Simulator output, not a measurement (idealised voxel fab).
The process module presented herein is designated voxel transistor to metal.
We display cut, a cross-section 285 nm in width whose square cells are each 5 nm.
Notation: cross-section as square-cell grid; stated in bands, top first, going down; one or more cell rows per band.
Heads up on the band format: heights come first, top then bottom, in nm. After that it's the materials left to right, each with its width in nm. A single material flagged "edge to edge" fills the whole band edge to edge, and "empty" means there's empty space there.
We count height from 0. Below that, the starting wafer is all one material. The lowest band never ends at the bottom but goes on down; see "top 0, no bottom" for how that is written.
So if you see something like "30..40" for the width, read it as the top row of the band sitting at the first number and the bottom row at the second, with every row in between moving by the same amount as the last.
It should be understood that the words "no alteration", when stated for a given step, signify that the cross-section underwent no change in any of its cells during that step.
"Sealed cavities" enumerates empty spaces isolated from the top, with no open way to it, that contain at least 8 cells, giving each as width x height at distance from the left edge, all three in nm.
Heads up: the bit after the settings on a step's line is the simulator's remark on that step.
Each step line may optionally specify "overlay nm", which for a step with a mask gives the rightward distance between the mask's planned place and where it lay, a negative value indicating the leftward direction.

**Process steps (planned)**
step 1: RECEIVE, material Si
step 2: CONFORMAL_DEP, material SiO2, thk nm 5
step 3: CONFORMAL_DEP, material SiN, thk nm 15
step 4: PATTERN, tone cover, mask id ACTIVE, material resist, width nm 110, pitch nm 140, thk nm 15, overlay nm 0
step 5: DIRECTIONAL_ETCH, etch materials SiN, depth nm 15
step 6: DIRECTIONAL_ETCH, etch materials SiO2, depth nm 5
step 7: DIRECTIONAL_ETCH, etch materials Si, depth nm 25
step 8: STRIP, etch materials resist
step 9: FILL_DEP, material SiO2, thk nm 15
step 10: CMP, height nm 20
step 11: SELECTIVE_ETCH, etch materials SiO2, depth nm 10
step 12: STRIP, etch materials SiN
step 13: SELECTIVE_ETCH, etch materials SiO2, depth nm 5
step 14: OXIDIZE, depth nm 5
step 15: DIRECTIONAL_DEP, material polySi, thk nm 20
step 16: DIRECTIONAL_DEP, material SiCN, thk nm 15
step 17: MASKED_ETCH, tone cover, mask id GATE, width nm 20, pitch nm 140, etch materials SiCN, depth nm 25, overlay nm 0
step 18: MASKED_ETCH, tone cover, mask id GATE, width nm 20, pitch nm 140, etch materials polySi, depth nm 30, overlay nm 0
step 19: CONFORMAL_DEP, material SiN, thk nm 10
step 20: DIRECTIONAL_ETCH, etch materials SiN, depth nm 10
step 21: DIRECTIONAL_ETCH, etch materials SiO2, depth nm 5
step 22: DIRECTIONAL_ETCH, etch materials Si, depth nm 5
step 23: EPI, material nSi, thk nm 10
step 24: FILL_DEP, material SiO2, thk nm 5
step 25: CMP, height nm 35
step 26: DIRECTIONAL_DEP, material SiO2, thk nm 15
step 27: DIRECTIONAL_DEP, material aC, thk nm 15
step 28: PATTERN, tone open, mask id CONTACT, material resist, width nm 20, pitch nm 70, thk nm 30, overlay nm 0
step 29: DIRECTIONAL_ETCH, etch materials aC, depth nm 15
step 30: STRIP, etch materials resist
step 31: DIRECTIONAL_ETCH, etch materials SiO2, depth nm 50
step 32: STRIP, etch materials aC
step 33: CONFORMAL_DEP, material TiN, thk nm 5
step 34: FILL_DEP, material Ru, thk nm 5
step 35: CMP, height nm 50
step 36: DIRECTIONAL_DEP, material TiN, thk nm 5
step 37: DIRECTIONAL_DEP, material W, thk nm 25
step 38: PATTERN, tone cover, mask id METAL_1, material resist, width nm 20, pitch nm 70, thk nm 20, overlay nm 0
step 39: DIRECTIONAL_ETCH, etch materials W, depth nm 25
step 40: DIRECTIONAL_ETCH, etch materials TiN, depth nm 5
step 41: STRIP, etch materials resist
step 42: CONFORMAL_DEP, material SiN, thk nm 5
step 43: FILL_DEP, material lowk, thk nm 5
step 44: CMP, height nm 80
step 45: CONFORMAL_DEP, material SiCN, thk nm 5

**Wafer cross-section on receipt, i.e. after step 1**
  top 0, no bottom | Si edge to edge
  Sealed cavities: none

**Cross-section: first of two wafers, module finished, run according to plan**
  top 85, bottom 80 | SiCN edge to edge
  top 80, bottom 55 | lowk 20  SiN 5  W 20  SiN 5  lowk 40  SiN 5  W 20  SiN 5  lowk 40  SiN 5  W 20  SiN 5  lowk 40  SiN 5  W 20  SiN 5  lowk 25
  top 55, bottom 50 | SiN 25  TiN 20  SiN 50  TiN 20  SiN 50  TiN 20  SiN 50  TiN 20  SiN 30
  top 50, bottom 35 | SiO2 25  TiN 5  Ru 10  TiN 5  SiO2 50  TiN 5  Ru 10  TiN 5  SiO2 50  TiN 5  Ru 10  TiN 5  SiO2 50  TiN 5  Ru 10  TiN 5  SiO2 30
  top 35, bottom 20 | SiO2 25  TiN 5  Ru 10  TiN 5  SiO2 5  SiN 10  SiCN 20  SiN 10  SiO2 5  TiN 5  Ru 10  TiN 5  SiO2 50  TiN 5  Ru 10  TiN 5  SiO2 5  SiN 10  SiCN 20  SiN 10  SiO2 5  TiN 5  Ru 10  TiN 5  SiO2 30
  top 20, bottom 10 | SiO2 25  TiN 5  Ru 10  TiN 5  SiO2 5  SiN 10  polySi 20  SiN 10  SiO2 5  TiN 5  Ru 10  TiN 5  SiO2 50  TiN 5  Ru 10  TiN 5  SiO2 5  SiN 10  polySi 20  SiN 10  SiO2 5  TiN 5  Ru 10  TiN 5  SiO2 30
  top 10, bottom 5 | SiO2 25  TiN 20  SiO2 5  SiN 10  polySi 20  SiN 10  SiO2 5  TiN 20  SiO2 50  TiN 20  SiO2 5  SiN 10  polySi 20  SiN 10  SiO2 5  TiN 20  SiO2 30
  top 5, bottom 0 | SiO2 10  SiN 10  nSi 10  TiN 10  nSi 10  SiN 10  polySi 20  SiN 10  nSi 10  TiN 10  nSi 10  SiN 10  SiO2 20  SiN 10  nSi 10  TiN 10  nSi 10  SiN 10  polySi 20  SiN 10  nSi 10  TiN 10  nSi 10  SiN 10  SiO2 15
  top 0, bottom -5 | SiO2 20  nSi 30  SiO2 40  nSi 30  SiO2 40  nSi 30  SiO2 40  nSi 30  SiO2 25
  top -5, bottom -10 | SiO2 15  Si 5  nSi 30  Si 40  nSi 30  Si 5  SiO2 30  Si 5  nSi 30  Si 40  nSi 30  Si 5  SiO2 20
  top -10, bottom -25 | SiO2 15  Si 110  SiO2 30  Si 110  SiO2 20
  top -25, no bottom | Si edge to edge
  Sealed cavities: none

**Cross-sectional view of the second of two wafers upon completion of the module. This wafer shared its starting condition and process plan with the first; one error was made during its execution**
  top 85, bottom 80 | SiCN edge to edge
  top 80, bottom 75 | lowk edge to edge
  top 75, bottom 70 | lowk 20  SiN 30  lowk 40  SiN 30  lowk 40  SiN 30  lowk 40  SiN 30  lowk 25
  top 70, bottom 45 | lowk 20  SiN 5  W 20  SiN 5  lowk 40  SiN 5  W 20  SiN 5  lowk 40  SiN 5  W 20  SiN 5  lowk 40  SiN 5  W 20  SiN 5  lowk 25
  top 45, bottom 40 | SiN 25  TiN 20  SiN 50  TiN 20  SiN 50  TiN 20  SiN 50  TiN 20  SiN 30
  top 40, bottom 35 | SiO2 25  TiN 5  Ru 10  TiN 5  SiO2 50  TiN 5  Ru 10  TiN 5  SiO2 50  TiN 5  Ru 10  TiN 5  SiO2 50  TiN 5  Ru 10  TiN 5  SiO2 30
  top 35, bottom 20 | SiO2 25  TiN 5  Ru 10  TiN 5  SiO2 5  SiN 10  SiCN 20  SiN 10  SiO2 5  TiN 5  Ru 10  TiN 5  SiO2 50  TiN 5  Ru 10  TiN 5  SiO2 5  SiN 10  SiCN 20  SiN 10  SiO2 5  TiN 5  Ru 10  TiN 5  SiO2 30
  top 20, bottom 10 | SiO2 25  TiN 5  Ru 10  TiN 5  SiO2 5  SiN 10  polySi 20  SiN 10  SiO2 5  TiN 5  Ru 10  TiN 5  SiO2 50  TiN 5  Ru 10  TiN 5  SiO2 5  SiN 10  polySi 20  SiN 10  SiO2 5  TiN 5  Ru 10  TiN 5  SiO2 30
  top 10, bottom 5 | SiO2 25  TiN 20  SiO2 5  SiN 10  polySi 20  SiN 10  SiO2 5  TiN 20  SiO2 50  TiN 20  SiO2 5  SiN 10  polySi 20  SiN 10  SiO2 5  TiN 20  SiO2 30
  top 5, bottom 0 | SiO2 10  SiN 10  nSi 10  TiN 10  nSi 10  SiN 10  polySi 20  SiN 10  nSi 10  TiN 10  nSi 10  SiN 10  SiO2 20  SiN 10  nSi 10  TiN 10  nSi 10  SiN 10  polySi 20  SiN 10  nSi 10  TiN 10  nSi 10  SiN 10  SiO2 15
  top 0, bottom -5 | SiO2 20  nSi 30  SiO2 40  nSi 30  SiO2 40  nSi 30  SiO2 40  nSi 30  SiO2 25
  top -5, bottom -10 | SiO2 15  Si 5  nSi 30  Si 40  nSi 30  Si 5  SiO2 30  Si 5  nSi 30  Si 40  nSi 30  Si 5  SiO2 20
  top -10, bottom -25 | SiO2 15  Si 110  SiO2 30  Si 110  SiO2 20
  top -25, no bottom | Si edge to edge
  Sealed cavities: none
Misprocessing identified: it should be noted that step 35 was executed with settings other than those planned, the operation and settings actually applied being CMP, height nm 40
Per the end-of-run cell counts, the second wafer holds more or fewer of some materials than the first: -16 Ru; +24 SiN; -82 SiO2; -16 TiN; +90 lowk
